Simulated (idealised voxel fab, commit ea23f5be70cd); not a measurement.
process module | voxel ribs on slabs
cross-section cut | 265 nm wide | cells 5 nm
A cross-section is a grid of square cells, given in bands from the top down. A band is one or more rows of cells.
Each band's line starts with the height of the band's top and of its bottom, in nm. Then come its materials from left to right, each with its width in nm. One material with "throughout" fills the band from edge to edge. "air" is empty space.
Height 0 is the level under which the wafer as received is all one material. The lowest band goes on downwards, as in "0 down".
A width such as "30 to 40" changes by the same amount from each row of cells to the next, from the band's top row to its bottom row.
"no change" after a step means that no cell of the cross-section changed.
closed voids: empty space of 8 cells or more with no open way to the top, each as width x height at its distance from the left edge, in nm
after a step's settings: what the simulator itself notes on the step
overlay nm, on a step with a mask: how far to the right of its planned place the mask lay; to the left if negative
plan
1 op RECEIVE | material Si
2 op DIRECTIONAL_DEP | material SiO2 | thk nm 20
3 op DIRECTIONAL_DEP | material SiN | thk nm 25
4 op DIRECTIONAL_DEP | material aC | thk nm 10
5 op PATTERN | tone cover | mask id RIB | material resist | width nm 25 | thk nm 25 | overlay nm 0
6 op DIRECTIONAL_ETCH | etch materials aC | depth nm 10
7 op STRIP | etch materials resist
8 op DIRECTIONAL_ETCH | etch materials SiN | depth nm 20
9 op STRIP | etch materials aC
10 op MASKED_ETCH | tone cover | mask id SLAB | width nm 75 | etch materials SiN | depth nm 5 | overlay nm 0
11 op FILL_DEP | material SiO2 | thk nm 15
12 op CMP | height nm 55
13 op DIRECTIONAL_DEP | material TiN | thk nm 5
14 op MASKED_ETCH | tone cover | mask id HEATER | width nm 35 | etch materials TiN | depth nm 5 | overlay nm 0
15 op CONFORMAL_DEP | material SiO2 | thk nm 5
as received, after step 1
  0 down: Si throughout
  closed voids: none
first wafer at the end, as planned
  65 to 60: air 110 | SiO2 45 | air 110
  60 to 55: SiO2 115 | TiN 35 | SiO2 115
  55 to 45: SiO2 throughout
  45 to 25: SiO2 120 | SiN 25 | SiO2 120
  25 to 20: SiO2 95 | SiN 75 | SiO2 95
  20 to 0: SiO2 throughout
  0 down: Si throughout
  closed voids: none
second wafer at the end: like start, like plan, one mistake
  75 to 70: air 100 | SiO2 65 | air 100
  70 to 60: SiO2 throughout
  60 to 55: SiO2 115 | TiN 35 | SiO2 115
  55 to 45: SiO2 throughout
  45 to 25: SiO2 120 | SiN 25 | SiO2 120
  25 to 20: SiO2 95 | SiN 75 | SiO2 95
  20 to 0: SiO2 throughout
  0 down: Si throughout
  closed voids: none
what went wrong: step 15 ran as: op CONFORMAL_DEP | material SiO2 | thk nm 15
at the end the second wafer has, in cells: 110 more of SiO2
